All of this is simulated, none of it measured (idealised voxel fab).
voxel capacitor over wiring: a process module
The cross-section shown here is cut; it is 240 nm wide and divided into square cells measuring 5 nm on a side.
Just so we're on the same page, the cross-sections are grids of square cells, and they're listed out in bands top to bottom, each band one or more rows deep.
Band entry format. Leading values: height of top, height of bottom, nm. Remainder: materials in left-to-right order, each with its width in nm. Special words: "all across" on a single material, which then fills the band edge to edge; "blank", empty space.
Zero point of the height axis is 0; under it, received wafer = one material. Lowest band: continues down indefinitely, "0 -> down".
Note: "30 to 40" means the width goes from the first number (top row of the band) to the second number (bottom row) in equal steps per row of cells.
Key: "remained the same" - step with no changed cell in the cross-section.
Each empty space that has no open way to the top and spans at least 8 cells appears under "Sealed-off cavities" as width x height at distance, the distance counted from the left edge, all in nm.
The remark found on a step's line after its settings is issued by the simulator itself and pertains to that step.
overlay nm: how far to the right of its planned place the mask lay on this masked step (negative: to the left).
## Planned step list for the process
step 1: RECEIVE (material Si)
step 2: CONFORMAL_DEP (material SiO2; thk nm 15)
step 3: CONFORMAL_DEP (material SiCN; thk nm 5)
step 4: DIRECTIONAL_DEP (material lowk; thk nm 15)
step 5: PATTERN (tone open; mask id METAL_1; material resist; width nm 20; pitch nm 70; thk nm 20; overlay nm 0)
step 6: DIRECTIONAL_ETCH (etch materials lowk; depth nm 15)
step 7: DIRECTIONAL_ETCH (etch materials SiCN; depth nm 5)
step 8: STRIP (etch materials resist)
step 9: CONFORMAL_DEP (material TiN; thk nm 5)
step 10: FILL_DEP (material Cu; thk nm 10)
step 11: CMP (height nm 35)
step 12: CONFORMAL_DEP (material SiCN; thk nm 5)
step 13: DIRECTIONAL_DEP (material lowk; thk nm 15)
step 14: MASKED_ETCH (tone open; mask id PLUG_1; width nm 15; etch materials lowk; depth nm 15; overlay nm 0)
step 15: MASKED_ETCH (tone open; mask id PLUG_1; width nm 15; etch materials SiCN; depth nm 5; overlay nm 0)
step 16: CONFORMAL_DEP (material TiN; thk nm 5)
step 17: FILL_DEP (material Cu; thk nm 10)
step 18: CMP (height nm 55)
step 19: DIRECTIONAL_DEP (material TiN; thk nm 5)
step 20: DIRECTIONAL_DEP (material HfO2; thk nm 5)
step 21: DIRECTIONAL_DEP (material TiN; thk nm 5)
step 22: PATTERN (tone cover; mask id UPPER_PLATE; material resist; width nm 55; thk nm 15; overlay nm 0)
step 23: DIRECTIONAL_ETCH (etch materials TiN; depth nm 5)
step 24: DIRECTIONAL_ETCH (etch materials HfO2; depth nm 5)
step 25: STRIP (etch materials resist)
step 26: DIRECTIONAL_DEP (material aC; thk nm 15)
step 27: PATTERN (tone cover; mask id LOWER_PLATE; material resist; width nm 65; thk nm 30; overlay nm 0)
step 28: DIRECTIONAL_ETCH (etch materials aC; depth nm 15)
step 29: STRIP (etch materials resist)
step 30: DIRECTIONAL_ETCH (etch materials TiN; depth nm 5)
step 31: STRIP (etch materials aC)
step 32: FILL_DEP (material SiO2; thk nm 15)
step 33: CMP (height nm 80)
step 34: MASKED_ETCH (tone open; mask id PLUG_2; width nm 15; etch materials SiO2; depth nm 10; overlay nm 0)
step 35: CONFORMAL_DEP (material TiN; thk nm 5)
step 36: FILL_DEP (material Ru; thk nm 10)
step 37: CMP (height nm 80)
step 38: CONFORMAL_DEP (material SiN; thk nm 5)
## First of two wafers - as planned
## So this is the incoming wafer in cross-section - it's already been through step 1
* 0 -> down: Si all across
* Sealed-off cavities: none
## After step 2: wafer cross-section
* 15 -> 0: SiO2 all across
* Below a height of 0, the structure has not been altered.
## After step 3: wafer cross-section
* 20 -> 15: SiCN all across
* Below a height of 15, the structure has not been altered.
## After step 4: wafer cross-section
* 35 -> 20: lowk all across
* Below a height of 20, the structure has not been altered.
## After step 5: wafer cross-section
* 55 -> 35: 75 nm resist  20 nm blank  50 nm resist  20 nm blank  75 nm resist
* Below a height of 35, the structure has not been altered.
## After step 6: wafer cross-section
* 55 -> 35: 75 nm resist  20 nm blank  50 nm resist  20 nm blank  75 nm resist
* 35 -> 20: 75 nm lowk  20 nm blank  50 nm lowk  20 nm blank  75 nm lowk
* Below a height of 20, the structure has not been altered.
## After step 7: wafer cross-section
* 55 -> 35: 75 nm resist  20 nm blank  50 nm resist  20 nm blank  75 nm resist
* 35 -> 20: 75 nm lowk  20 nm blank  50 nm lowk  20 nm blank  75 nm lowk
* 20 -> 15: 75 nm SiCN  20 nm blank  50 nm SiCN  20 nm blank  75 nm SiCN
* Below a height of 15, the structure has not been altered.
## After step 8: wafer cross-section
* 35 -> 20: 75 nm lowk  20 nm blank  50 nm lowk  20 nm blank  75 nm lowk
* Below a height of 20, the structure has not been altered.
## After step 9: wafer cross-section
* 40 -> 35: 80 nm TiN  10 nm blank  60 nm TiN  10 nm blank  80 nm TiN
* 35 -> 20: 75 nm lowk  5 nm TiN  10 nm blank  5 nm TiN  50 nm lowk  5 nm TiN  10 nm blank  5 nm TiN  75 nm lowk
* 20 -> 15: 75 nm SiCN  20 nm TiN  50 nm SiCN  20 nm TiN  75 nm SiCN
* Below a height of 15, the structure has not been altered.
## After step 10: wafer cross-section
* 50 -> 40: Cu all across
* 40 -> 35: 80 nm TiN  10 nm Cu  60 nm TiN  10 nm Cu  80 nm TiN
* 35 -> 20: 75 nm lowk  5 nm TiN  10 nm Cu  5 nm TiN  50 nm lowk  5 nm TiN  10 nm Cu  5 nm TiN  75 nm lowk
* Below a height of 20, the structure has not been altered.
## After step 11: wafer cross-section
* 35 -> 20: 75 nm lowk  5 nm TiN  10 nm Cu  5 nm TiN  50 nm lowk  5 nm TiN  10 nm Cu  5 nm TiN  75 nm lowk
* Below a height of 20, the structure has not been altered.
## After step 12: wafer cross-section
* 40 -> 35: SiCN all across
* Below a height of 35, the structure has not been altered.
## After step 13: wafer cross-section
* 55 -> 40: lowk all across
* Below a height of 40, the structure has not been altered.
## After step 14: wafer cross-section
* 55 -> 40: 80 nm lowk  15 nm blank  145 nm lowk
* Below a height of 40, the structure has not been altered.
## After step 15: wafer cross-section
* 55 -> 40: 80 nm lowk  15 nm blank  145 nm lowk
* 40 -> 35: 80 nm SiCN  15 nm blank  145 nm SiCN
* Below a height of 35, the structure has not been altered.
## After step 16: wafer cross-section
* 60 -> 55: 85 nm TiN  5 nm blank  150 nm TiN
* 55 -> 40: 80 nm lowk  5 nm TiN  5 nm blank  5 nm TiN  145 nm lowk
* 40 -> 35: 80 nm SiCN  15 nm TiN  145 nm SiCN
* Below a height of 35, the structure has not been altered.
## After step 17: wafer cross-section
* 70 -> 60: Cu all across
* 60 -> 55: 85 nm TiN  5 nm Cu  150 nm TiN
* 55 -> 40: 80 nm lowk  5 nm TiN  5 nm Cu  5 nm TiN  145 nm lowk
* Below a height of 40, the structure has not been altered.
## After step 18: wafer cross-section
* 55 -> 40: 80 nm lowk  5 nm TiN  5 nm Cu  5 nm TiN  145 nm lowk
* Below a height of 40, the structure has not been altered.
## After step 19: wafer cross-section
* 60 -> 55: TiN all across
* Below a height of 55, the structure has not been altered.
## After step 20: wafer cross-section
* 65 -> 60: HfO2 all across
* Below a height of 60, the structure has not been altered.
## After step 21: wafer cross-section
* 70 -> 65: TiN all across
* Below a height of 65, the structure has not been altered.
## After step 22: wafer cross-section
* 85 -> 70: 80 nm blank  55 nm resist  105 nm blank
* Below a height of 70, the structure has not been altered.
## After step 23: wafer cross-section
* 85 -> 70: 80 nm blank  55 nm resist  105 nm blank
* 70 -> 65: 80 nm blank  55 nm TiN  105 nm blank
* Below a height of 65, the structure has not been altered.
## After step 24: wafer cross-section
* 85 -> 70: 80 nm blank  55 nm resist  105 nm blank
* 70 -> 65: 80 nm blank  55 nm TiN  105 nm blank
* 65 -> 60: 80 nm blank  55 nm HfO2  105 nm blank
* Below a height of 60, the structure has not been altered.
## After step 25: wafer cross-section
* 70 -> 65: 80 nm blank  55 nm TiN  105 nm blank
* Below a height of 65, the structure has not been altered.
## After step 26: wafer cross-section
* 85 -> 75: 80 nm blank  55 nm aC  105 nm blank
* 75 -> 70: aC all across
* 70 -> 65: 80 nm aC  55 nm TiN  105 nm aC
* 65 -> 60: 80 nm aC  55 nm HfO2  105 nm aC
* Below a height of 60, the structure has not been altered.
## After step 27: wafer cross-section
* 115 -> 85: 75 nm blank  65 nm resist  100 nm blank
* 85 -> 75: 75 nm blank  5 nm resist  55 nm aC  5 nm resist  100 nm blank
* Below a height of 75, the structure has not been altered.
## After step 28: wafer cross-section
* 100 -> 85: 75 nm blank  65 nm resist  100 nm blank
* 85 -> 75: 75 nm blank  5 nm resist  55 nm aC  5 nm resist  100 nm blank
* 75 -> 70: 75 nm blank  65 nm aC  100 nm blank
* 70 -> 65: 75 nm blank  5 nm aC  55 nm TiN  5 nm aC  100 nm blank
* 65 -> 60: 75 nm blank  5 nm aC  55 nm HfO2  5 nm aC  100 nm blank
* Below a height of 60, the structure has not been altered.
## After step 29: wafer cross-section
* 85 -> 75: 80 nm blank  55 nm aC  105 nm blank
* Below a height of 75, the structure has not been altered.
## After step 30: wafer cross-section
* 85 -> 75: 80 nm blank  55 nm aC  105 nm blank
* 75 -> 70: 75 nm blank  65 nm aC  100 nm blank
* 70 -> 65: 75 nm blank  5 nm aC  55 nm TiN  5 nm aC  100 nm blank
* 65 -> 60: 75 nm blank  5 nm aC  55 nm HfO2  5 nm aC  100 nm blank
* 60 -> 55: 75 nm blank  65 nm TiN  100 nm blank
* Below a height of 55, the structure has not been altered.
## After step 31: wafer cross-section
* 70 -> 65: 80 nm blank  55 nm TiN  105 nm blank
* 65 -> 60: 80 nm blank  55 nm HfO2  105 nm blank
* Below a height of 60, the structure has not been altered.
## After step 32: wafer cross-section
* 85 -> 70: SiO2 all across
* 70 -> 65: 80 nm SiO2  55 nm TiN  105 nm SiO2
* 65 -> 60: 80 nm SiO2  55 nm HfO2  105 nm SiO2
* 60 -> 55: 75 nm SiO2  65 nm TiN  100 nm SiO2
* Below a height of 55, the structure has not been altered.
## After step 33: wafer cross-section
* 80 -> 70: SiO2 all across
* Below a height of 70, the structure has not been altered.
## After step 34: wafer cross-section
* 80 -> 70: 90 nm SiO2  15 nm blank  135 nm SiO2
* Below a height of 70, the structure has not been altered.
## After step 35: wafer cross-section
* 85 -> 80: 95 nm TiN  5 nm blank  140 nm TiN
* 80 -> 75: 90 nm SiO2  5 nm TiN  5 nm blank  5 nm TiN  135 nm SiO2
* 75 -> 65: 90 to 80 nm SiO2  15 to 55 nm TiN  135 to 105 nm SiO2
* Below a height of 65, the structure has not been altered.
## After step 36: wafer cross-section
* 95 -> 85: Ru all across
* 85 -> 80: 95 nm TiN  5 nm Ru  140 nm TiN
* 80 -> 75: 90 nm SiO2  5 nm TiN  5 nm Ru  5 nm TiN  135 nm SiO2
* Below a height of 75, the structure has not been altered.
## After step 37: wafer cross-section
* 80 -> 75: 90 nm SiO2  5 nm TiN  5 nm Ru  5 nm TiN  135 nm SiO2
* Below a height of 75, the structure has not been altered.
## After step 38: wafer cross-section
* 85 -> 80: SiN all across
* Below a height of 80, the structure has not been altered.
## Wafer two of the pair: same origin, same plan, one error during the run; identical to wafer one up to and including step 1
## Cross-section, second wafer, at the end time the plan gives for step 2
* 30 -> 0: SiO2 all across
* Below a height of 0, the structure has not been altered.
## Cross-section, second wafer, at the end time the plan gives for step 3
* 35 -> 30: SiCN all across
* Below a height of 30, the structure has not been altered.
## Cross-section, second wafer, at the end time the plan gives for step 4
* 50 -> 35: lowk all across
* Below a height of 35, the structure has not been altered.
## Cross-section, second wafer, at the end time the plan gives for step 5
* 70 -> 50: 75 nm resist  20 nm blank  50 nm resist  20 nm blank  75 nm resist
* Below a height of 50, the structure has not been altered.
## Cross-section, second wafer, at the end time the plan gives for step 6
* 70 -> 50: 75 nm resist  20 nm blank  50 nm resist  20 nm blank  75 nm resist
* 50 -> 35: 75 nm lowk  20 nm blank  50 nm lowk  20 nm blank  75 nm lowk
* Below a height of 35, the structure has not been altered.
## Cross-section, second wafer, at the end time the plan gives for step 7
* 70 -> 50: 75 nm resist  20 nm blank  50 nm resist  20 nm blank  75 nm resist
* 50 -> 35: 75 nm lowk  20 nm blank  50 nm lowk  20 nm blank  75 nm lowk
* 35 -> 30: 75 nm SiCN  20 nm blank  50 nm SiCN  20 nm blank  75 nm SiCN
* Below a height of 30, the structure has not been altered.
## Cross-section, second wafer, at the end time the plan gives for step 8
* 50 -> 35: 75 nm lowk  20 nm blank  50 nm lowk  20 nm blank  75 nm lowk
* Below a height of 35, the structure has not been altered.
## Cross-section, second wafer, at the end time the plan gives for step 9
* 55 -> 50: 80 nm TiN  10 nm blank  60 nm TiN  10 nm blank  80 nm TiN
* 50 -> 35: 75 nm lowk  5 nm TiN  10 nm blank  5 nm TiN  50 nm lowk  5 nm TiN  10 nm blank  5 nm TiN  75 nm lowk
* 35 -> 30: 75 nm SiCN  20 nm TiN  50 nm SiCN  20 nm TiN  75 nm SiCN
* Below a height of 30, the structure has not been altered.
## Cross-section, second wafer, at the end time the plan gives for step 10
* 65 -> 55: Cu all across
* 55 -> 50: 80 nm TiN  10 nm Cu  60 nm TiN  10 nm Cu  80 nm TiN
* 50 -> 35: 75 nm lowk  5 nm TiN  10 nm Cu  5 nm TiN  50 nm lowk  5 nm TiN  10 nm Cu  5 nm TiN  75 nm lowk
* Below a height of 35, the structure has not been altered.
## Cross-section, second wafer, at the end time the plan gives for step 11
* 35 -> 30: 75 nm SiCN  20 nm TiN  50 nm SiCN  20 nm TiN  75 nm SiCN
* Below a height of 30, the structure has not been altered.
## Cross-section, second wafer, at the end time the plan gives for step 12
* 40 -> 35: SiCN all across
* Below a height of 35, the structure has not been altered.
## Cross-section, second wafer, at the end time the plan gives for step 13
* 55 -> 40: lowk all across
* Below a height of 40, the structure has not been altered.
## Cross-section, second wafer, at the end time the plan gives for step 14
* 55 -> 40: 80 nm lowk  15 nm blank  145 nm lowk
* Below a height of 40, the structure has not been altered.
## Cross-section, second wafer, at the end time the plan gives for step 15
* 55 -> 40: 80 nm lowk  15 nm blank  145 nm lowk
* 40 -> 35: 80 nm SiCN  15 nm blank  145 nm SiCN
* Below a height of 35, the structure has not been altered.
## Cross-section, second wafer, at the end time the plan gives for step 16
* 60 -> 55: 85 nm TiN  5 nm blank  150 nm TiN
* 55 -> 40: 80 nm lowk  5 nm TiN  5 nm blank  5 nm TiN  145 nm lowk
* 40 -> 35: 80 nm SiCN  15 nm TiN  145 nm SiCN
* Below a height of 35, the structure has not been altered.
## Cross-section, second wafer, at the end time the plan gives for step 17
* 70 -> 60: Cu all across
* 60 -> 55: 85 nm TiN  5 nm Cu  150 nm TiN
* 55 -> 40: 80 nm lowk  5 nm TiN  5 nm Cu  5 nm TiN  145 nm lowk
* Below a height of 40, the structure has not been altered.
## Cross-section, second wafer, at the end time the plan gives for step 18
* 55 -> 40: 80 nm lowk  5 nm TiN  5 nm Cu  5 nm TiN  145 nm lowk
* Below a height of 40, the structure has not been altered.
## Cross-section, second wafer, at the end time the plan gives for step 19
* 60 -> 55: TiN all across
* Below a height of 55, the structure has not been altered.
## Cross-section, second wafer, at the end time the plan gives for step 20
* 65 -> 60: HfO2 all across
* Below a height of 60, the structure has not been altered.
## Cross-section, second wafer, at the end time the plan gives for step 21
* 70 -> 65: TiN all across
* Below a height of 65, the structure has not been altered.
## Cross-section, second wafer, at the end time the plan gives for step 22
* 85 -> 70: 80 nm blank  55 nm resist  105 nm blank
* Below a height of 70, the structure has not been altered.
## Cross-section, second wafer, at the end time the plan gives for step 23
* 85 -> 70: 80 nm blank  55 nm resist  105 nm blank
* 70 -> 65: 80 nm blank  55 nm TiN  105 nm blank
* Below a height of 65, the structure has not been altered.
## Cross-section, second wafer, at the end time the plan gives for step 24
* 85 -> 70: 80 nm blank  55 nm resist  105 nm blank
* 70 -> 65: 80 nm blank  55 nm TiN  105 nm blank
* 65 -> 60: 80 nm blank  55 nm HfO2  105 nm blank
* Below a height of 60, the structure has not been altered.
## Cross-section, second wafer, at the end time the plan gives for step 25
* 70 -> 65: 80 nm blank  55 nm TiN  105 nm blank
* Below a height of 65, the structure has not been altered.
## Cross-section, second wafer, at the end time the plan gives for step 26
* 85 -> 75: 80 nm blank  55 nm aC  105 nm blank
* 75 -> 70: aC all across
* 70 -> 65: 80 nm aC  55 nm TiN  105 nm aC
* 65 -> 60: 80 nm aC  55 nm HfO2  105 nm aC
* Below a height of 60, the structure has not been altered.
## Cross-section, second wafer, at the end time the plan gives for step 27
* 115 -> 85: 75 nm blank  65 nm resist  100 nm blank
* 85 -> 75: 75 nm blank  5 nm resist  55 nm aC  5 nm resist  100 nm blank
* Below a height of 75, the structure has not been altered.
## Cross-section, second wafer, at the end time the plan gives for step 28
* 100 -> 85: 75 nm blank  65 nm resist  100 nm blank
* 85 -> 75: 75 nm blank  5 nm resist  55 nm aC  5 nm resist  100 nm blank
* 75 -> 70: 75 nm blank  65 nm aC  100 nm blank
* 70 -> 65: 75 nm blank  5 nm aC  55 nm TiN  5 nm aC  100 nm blank
* 65 -> 60: 75 nm blank  5 nm aC  55 nm HfO2  5 nm aC  100 nm blank
* Below a height of 60, the structure has not been altered.
## Cross-section, second wafer, at the end time the plan gives for step 29
* 85 -> 75: 80 nm blank  55 nm aC  105 nm blank
* Below a height of 75, the structure has not been altered.
## Cross-section, second wafer, at the end time the plan gives for step 30
* 85 -> 75: 80 nm blank  55 nm aC  105 nm blank
* 75 -> 70: 75 nm blank  65 nm aC  100 nm blank
* 70 -> 65: 75 nm blank  5 nm aC  55 nm TiN  5 nm aC  100 nm blank
* 65 -> 60: 75 nm blank  5 nm aC  55 nm HfO2  5 nm aC  100 nm blank
* 60 -> 55: 75 nm blank  65 nm TiN  100 nm blank
* Below a height of 55, the structure has not been altered.
## Cross-section, second wafer, at the end time the plan gives for step 31
* 70 -> 65: 80 nm blank  55 nm TiN  105 nm blank
* 65 -> 60: 80 nm blank  55 nm HfO2  105 nm blank
* Below a height of 60, the structure has not been altered.
## Cross-section, second wafer, at the end time the plan gives for step 32
* 85 -> 70: SiO2 all across
* 70 -> 65: 80 nm SiO2  55 nm TiN  105 nm SiO2
* 65 -> 60: 80 nm SiO2  55 nm HfO2  105 nm SiO2
* 60 -> 55: 75 nm SiO2  65 nm TiN  100 nm SiO2
* Below a height of 55, the structure has not been altered.
## Cross-section, second wafer, at the end time the plan gives for step 33
* 80 -> 70: SiO2 all across
* Below a height of 70, the structure has not been altered.
## Cross-section, second wafer, at the end time the plan gives for step 34
* 80 -> 70: 90 nm SiO2  15 nm blank  135 nm SiO2
* Below a height of 70, the structure has not been altered.
## Cross-section, second wafer, at the end time the plan gives for step 35
* 85 -> 80: 95 nm TiN  5 nm blank  140 nm TiN
* 80 -> 75: 90 nm SiO2  5 nm TiN  5 nm blank  5 nm TiN  135 nm SiO2
* 75 -> 65: 90 to 80 nm SiO2  15 to 55 nm TiN  135 to 105 nm SiO2
* Below a height of 65, the structure has not been altered.
## Cross-section, second wafer, at the end time the plan gives for step 36
* 95 -> 85: Ru all across
* 85 -> 80: 95 nm TiN  5 nm Ru  140 nm TiN
* 80 -> 75: 90 nm SiO2  5 nm TiN  5 nm Ru  5 nm TiN  135 nm SiO2
* Below a height of 75, the structure has not been altered.
## Cross-section, second wafer, at the end time the plan gives for step 37
* 80 -> 75: 90 nm SiO2  5 nm TiN  5 nm Ru  5 nm TiN  135 nm SiO2
* Below a height of 75, the structure has not been altered.
## Cross-section, second wafer, at the end time the plan gives for step 38
* 85 -> 80: SiN all across
* Below a height of 80, the structure has not been altered.
In executing the process, a mistake was made relative to the plan: it should be noted that step 2 of the plan was executed twice
Cell-count delta at end, second wafer over first, by material: -12 Cu, +144 SiO2, -12 TiN, -120 lowk
